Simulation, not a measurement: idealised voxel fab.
Herein follows the process module entitled voxel self aligned vias.
Xsec cut, 215 nm wide, square cell size 5 nm.
Square cells in a grid make up a cross-section in this document, and the grid is given as bands, listed from the top down, each one or more rows of cells. This entry defines a band. It first specifies the height of the band's top and the height of its bottom in nm, and then specifies the band's materials from left to right, stating each material with its width in nm. The word "everywhere" identifies a single material that fills the band from edge to edge, while the word "blank" identifies empty space. Height datum 0, below which the as-received substrate wafer is one material. Lowest band open at the bottom, running downward: "top 0, no bottom". The width entry "30->40" should be interpreted row by row: the top row of cells in the band takes the first number, the bottom row takes the second number, and the change between adjacent rows is uniform throughout. Given "no modification" for a step, no cell of the cross-section differs between before and after that step. Empty spaces without an open route to the top, at least 8 cells in extent, make up the entry "Voids, enclosed"; each is given as width x height at distance, where the distance is measured from the left edge, and all are in nm. Where a step's line continues beyond its settings, the continuation is a remark by the simulator itself on that step. overlay nm, on a step with a mask: how far to the right of its planned place the mask lay; to the left if negative.
[Steps planned for the process]
1) RECEIVE with material Si
2) CONFORMAL_DEP with material SiO2, thk nm 15
3) CONFORMAL_DEP with material SiCN, thk nm 5
4) DIRECTIONAL_DEP with material SiO2, thk nm 30
5) DIRECTIONAL_DEP with material aC, thk nm 15
6) PATTERN with tone open, mask id LINES, material resist, width nm 25, pitch nm 65, thk nm 30, overlay nm -15
7) DIRECTIONAL_ETCH with etch materials aC, depth nm 15
8) STRIP with etch materials resist
9) DIRECTIONAL_ETCH with etch materials SiO2, depth nm 30
10) STRIP with etch materials aC
11) CONFORMAL_DEP with material TiN, thk nm 5
12) FILL_DEP with material Ru, thk nm 5
13) CMP with height nm 50
14) SELECTIVE_ETCH with etch materials W Ru TiN, depth nm 5
15) FILL_DEP with material SiN, thk nm 10
16) CMP with height nm 50
17) DIRECTIONAL_DEP with material SiO2, thk nm 20
18) PATTERN with tone open, mask id VIAS, material resist, width nm 35, pitch nm 65, thk nm 15, overlay nm 0
19) DIRECTIONAL_ETCH with etch materials SiO2, depth nm 20
20) DIRECTIONAL_ETCH with etch materials SiN, depth nm 5
21) STRIP with etch materials resist
22) CONFORMAL_DEP with material TiN, thk nm 5
23) FILL_DEP with material W, thk nm 10
24) CMP with height nm 70
25) CONFORMAL_DEP with material SiCN, thk nm 5
Wafer-to-wafer difference: overlay nm, step 6. Common start. Plan = first wafer's value.
[First of several wafers (as received, post step 1), cross-sectional view]
  top 0, no bottom: Si everywhere
  Voids, enclosed: none
[Each row below is a wafer at the end of the module, listing for every material the number of cells it has gained (+) or lost (-) since it was received, followed by its closed voids]
overlay nm -15; +36 Ru; +86 SiCN; +6 SiN; +385 SiO2; +84 TiN; +48 W; Voids, enclosed: none
overlay nm -10; +36 Ru; +86 SiCN; +3 SiN; +385 SiO2; +84 TiN; +51 W; Voids, enclosed: none
overlay nm -5; +36 Ru; +86 SiCN; +385 SiO2; +84 TiN; +54 W; Voids, enclosed: none
overlay nm 0; +36 Ru; +86 SiCN; +385 SiO2; +84 TiN; +54 W; Voids, enclosed: none
overlay nm 5; +36 Ru; +86 SiCN; +385 SiO2; +84 TiN; +54 W; Voids, enclosed: none
overlay nm 10; +36 Ru; +86 SiCN; +3 SiN; +385 SiO2; +84 TiN; +51 W; Voids, enclosed: none
overlay nm 15; +36 Ru; +86 SiCN; +6 SiN; +385 SiO2; +84 TiN; +48 W; Voids, enclosed: none
